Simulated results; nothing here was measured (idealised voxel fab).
process module | voxel transistor to metal
cross-section cut | 290 nm wide | cells 5 nm
A cross-section is a grid of square cells, given in bands from the top down. A band is one or more rows of cells.
Each band's line starts with the height of the band's top and of its bottom, in nm. Then come its materials from left to right, each with its width in nm. One material with "throughout" fills the band from edge to edge. "air" is empty space.
Height 0 is the level under which the wafer as received is all one material. The lowest band goes on downwards, as in "0 down".
A width such as "30 to 40" changes by the same amount from each row of cells to the next, from the band's top row to its bottom row.
"no change" after a step means that no cell of the cross-section changed.
closed voids: empty space of 8 cells or more with no open way to the top, each as width x height at its distance from the left edge, in nm
after a step's settings: what the simulator itself notes on the step
overlay nm, on a step with a mask: how far to the right of its planned place the mask lay; to the left if negative
plan
1 op RECEIVE | material Si
2 op CONFORMAL_DEP | material SiO2 | thk nm 5
3 op CONFORMAL_DEP | material SiN | thk nm 15
4 op PATTERN | tone cover | mask id ACTIVE | material resist | width nm 105 | pitch nm 125 | thk nm 15 | overlay nm 0
5 op DIRECTIONAL_ETCH | etch materials SiN | depth nm 15
6 op DIRECTIONAL_ETCH | etch materials SiO2 | depth nm 5
7 op DIRECTIONAL_ETCH | etch materials Si | depth nm 25
8 op STRIP | etch materials resist
9 op FILL_DEP | material SiO2 | thk nm 15
10 op CMP | height nm 20
11 op SELECTIVE_ETCH | etch materials SiO2 | depth nm 5
12 op STRIP | etch materials SiN
13 op SELECTIVE_ETCH | etch materials SiO2 | depth nm 5
14 op OXIDIZE | depth nm 5
15 op DIRECTIONAL_DEP | material polySi | thk nm 30
16 op DIRECTIONAL_DEP | material SiCN | thk nm 15
17 op PATTERN | tone cover | mask id GATE | material resist | width nm 35 | pitch nm 125 | thk nm 15 | overlay nm 0
18 op DIRECTIONAL_ETCH | etch materials SiCN | depth nm 25
19 op DIRECTIONAL_ETCH | etch materials polySi | depth nm 40
20 op STRIP | etch materials resist
21 op CONFORMAL_DEP | material SiN | thk nm 5
22 op DIRECTIONAL_ETCH | etch materials SiN | depth nm 5
23 op DIRECTIONAL_ETCH | etch materials SiO2 | depth nm 5
24 op EPI | material pSi | thk nm 5
25 op FILL_DEP | material SiO2 | thk nm 10
26 op CMP | height nm 30
27 op STRIP | etch materials polySi
28 op SELECTIVE_ETCH | etch materials SiO2 | depth nm 5
29 op CONFORMAL_DEP | material HfO2 | thk nm 5
30 op CONFORMAL_DEP | material TiN | thk nm 5
31 op FILL_DEP | material W | thk nm 5
32 op CMP | height nm 25
33 op DIRECTIONAL_DEP | material SiO2 | thk nm 15
34 op MASKED_ETCH | tone open | mask id CONTACT | width nm 15 | etch materials SiO2 | depth nm 40 | overlay nm 0
35 op CONFORMAL_DEP | material TiN | thk nm 5
36 op FILL_DEP | material Ru | thk nm 5
37 op CMP | height nm 40
38 op CONFORMAL_DEP | material SiCN | thk nm 5
39 op DIRECTIONAL_DEP | material SiO2 | thk nm 25
40 op PATTERN | tone open | mask id METAL_1 | material resist | width nm 15 | thk nm 20 | overlay nm 0
41 op DIRECTIONAL_ETCH | etch materials SiO2 | depth nm 25
42 op DIRECTIONAL_ETCH | etch materials SiCN | depth nm 5
43 op STRIP | etch materials resist
44 op CONFORMAL_DEP | material TiN | thk nm 5
45 op FILL_DEP | material Ru | thk nm 10
46 op CMP | height nm 70
47 op CONFORMAL_DEP | material SiCN | thk nm 5
as received, after step 1
  0 down: Si throughout
  closed voids: none
first wafer at the end, as planned
  75 to 70: SiCN throughout
  70 to 45: SiO2 35 | TiN 5 | Ru 5 | TiN 5 | SiO2 65 | TiN 5 | Ru 5 | TiN 5 | SiO2 30 | TiN 5 | Ru 5 | TiN 5 | SiO2 65 | TiN 5 | Ru 5 | TiN 5 | SiO2 35
  45 to 40: SiCN 35 | TiN 15 | SiCN 65 | TiN 15 | SiCN 30 | TiN 15 | SiCN 65 | TiN 15 | SiCN 35
  40 to 25: SiO2 35 | TiN 5 | Ru 5 | TiN 5 | SiO2 65 | TiN 5 | Ru 5 | TiN 5 | SiO2 30 | TiN 5 | Ru 5 | TiN 5 | SiO2 65 | TiN 5 | Ru 5 | TiN 5 | SiO2 35
  25 to 10: SiO2 35 | TiN 5 | Ru 5 | TiN 5 | SiO2 10 | SiN 5 | HfO2 5 | TiN 5 | W 15 | TiN 5 | HfO2 5 | SiN 5 | SiO2 10 | TiN 5 | Ru 5 | TiN 5 | SiO2 30 | TiN 5 | Ru 5 | TiN 5 | SiO2 10 | SiN 5 | HfO2 5 | TiN 5 | W 15 | TiN 5 | HfO2 5 | SiN 5 | SiO2 10 | TiN 5 | Ru 5 | TiN 5 | SiO2 35
  10 to 5: SiO2 25 | SiN 5 | SiO2 5 | TiN 5 | Ru 5 | TiN 5 | SiO2 10 | SiN 5 | HfO2 5 | TiN 5 | W 15 | TiN 5 | HfO2 5 | SiN 5 | SiO2 10 | TiN 5 | Ru 5 | TiN 5 | SiO2 5 | SiN 5 | SiO2 10 | SiN 5 | SiO2 5 | TiN 5 | Ru 5 | TiN 5 | SiO2 10 | SiN 5 | HfO2 5 | TiN 5 | W 15 | TiN 5 | HfO2 5 | SiN 5 | SiO2 10 | TiN 5 | Ru 5 | TiN 5 | SiO2 5 | SiN 5 | SiO2 25
  5 to 0: SiO2 25 | SiN 5 | SiO2 5 | TiN 15 | SiO2 10 | SiN 5 | HfO2 5 | TiN 25 | HfO2 5 | SiN 5 | SiO2 10 | TiN 15 | SiO2 5 | SiN 5 | SiO2 10 | SiN 5 | SiO2 5 | TiN 15 | SiO2 10 | SiN 5 | HfO2 5 | TiN 25 | HfO2 5 | SiN 5 | SiO2 10 | TiN 15 | SiO2 5 | SiN 5 | SiO2 25
  0 to -5: SiO2 30 | pSi 30 | HfO2 45 | pSi 30 | SiO2 20 | pSi 30 | HfO2 45 | pSi 30 | SiO2 30
  -5 to -25: SiO2 30 | Si 105 | SiO2 20 | Si 105 | SiO2 30
  -25 down: Si throughout
  closed voids: none
second wafer at the end: like start, like plan, one mistake
  75 to 70: SiCN throughout
  70 to 45: SiO2 35 | TiN 5 | Ru 5 | TiN 5 | SiO2 65 | TiN 5 | Ru 5 | TiN 5 | SiO2 30 | TiN 5 | Ru 5 | TiN 5 | SiO2 65 | TiN 5 | Ru 5 | TiN 5 | SiO2 35
  45 to 40: SiCN 35 | TiN 15 | SiCN 65 | TiN 15 | SiCN 30 | TiN 15 | SiCN 65 | TiN 15 | SiCN 35
  40 to 25: SiO2 35 | TiN 5 | Ru 5 | TiN 5 | SiO2 65 | TiN 5 | Ru 5 | TiN 5 | SiO2 30 | TiN 5 | Ru 5 | TiN 5 | SiO2 65 | TiN 5 | Ru 5 | TiN 5 | SiO2 35
  25 to 10: SiO2 35 | TiN 5 | Ru 5 | TiN 5 | SiO2 10 | SiN 5 | HfO2 5 | TiN 5 | W 15 | TiN 5 | HfO2 5 | SiN 5 | SiO2 10 | TiN 5 | Ru 5 | TiN 5 | SiO2 30 | TiN 5 | Ru 5 | TiN 5 | SiO2 10 | SiN 5 | HfO2 5 | TiN 5 | W 15 | TiN 5 | HfO2 5 | SiN 5 | SiO2 10 | TiN 5 | Ru 5 | TiN 5 | SiO2 35
  10 to 5: SiO2 30 | SiN 5 | TiN 5 | Ru 5 | TiN 5 | SiO2 10 | SiN 5 | HfO2 5 | TiN 5 | W 15 | TiN 5 | HfO2 5 | SiN 5 | SiO2 10 | TiN 5 | Ru 5 | TiN 5 | SiN 5 | SiO2 20 | SiN 5 | TiN 5 | Ru 5 | TiN 5 | SiO2 10 | SiN 5 | HfO2 5 | TiN 5 | W 15 | TiN 5 | HfO2 5 | SiN 5 | SiO2 10 | TiN 5 | Ru 5 | TiN 5 | SiN 5 | SiO2 30
  5 to 0: SiO2 30 | SiN 5 | TiN 15 | SiO2 10 | SiN 5 | HfO2 5 | TiN 25 | HfO2 5 | SiN 5 | SiO2 10 | TiN 15 | SiN 5 | SiO2 20 | SiN 5 | TiN 15 | SiO2 10 | SiN 5 | HfO2 5 | TiN 25 | HfO2 5 | SiN 5 | SiO2 10 | TiN 15 | SiN 5 | SiO2 30
  0 to -5: SiO2 35 | pSi 25 | HfO2 45 | pSi 25 | SiO2 30 | pSi 25 | HfO2 45 | pSi 25 | SiO2 35
  -5 to -25: SiO2 35 | Si 95 | SiO2 30 | Si 95 | SiO2 35
  -25 down: Si throughout
  closed voids: none
what went wrong: step 4 ran as: op PATTERN | tone cover | mask id ACTIVE | material resist | width nm 95 | pitch nm 125 | thk nm 15 | overlay nm 0
at the end the second wafer has, in cells: 16 fewer of Si | 20 more of SiO2 | 4 fewer of pSi
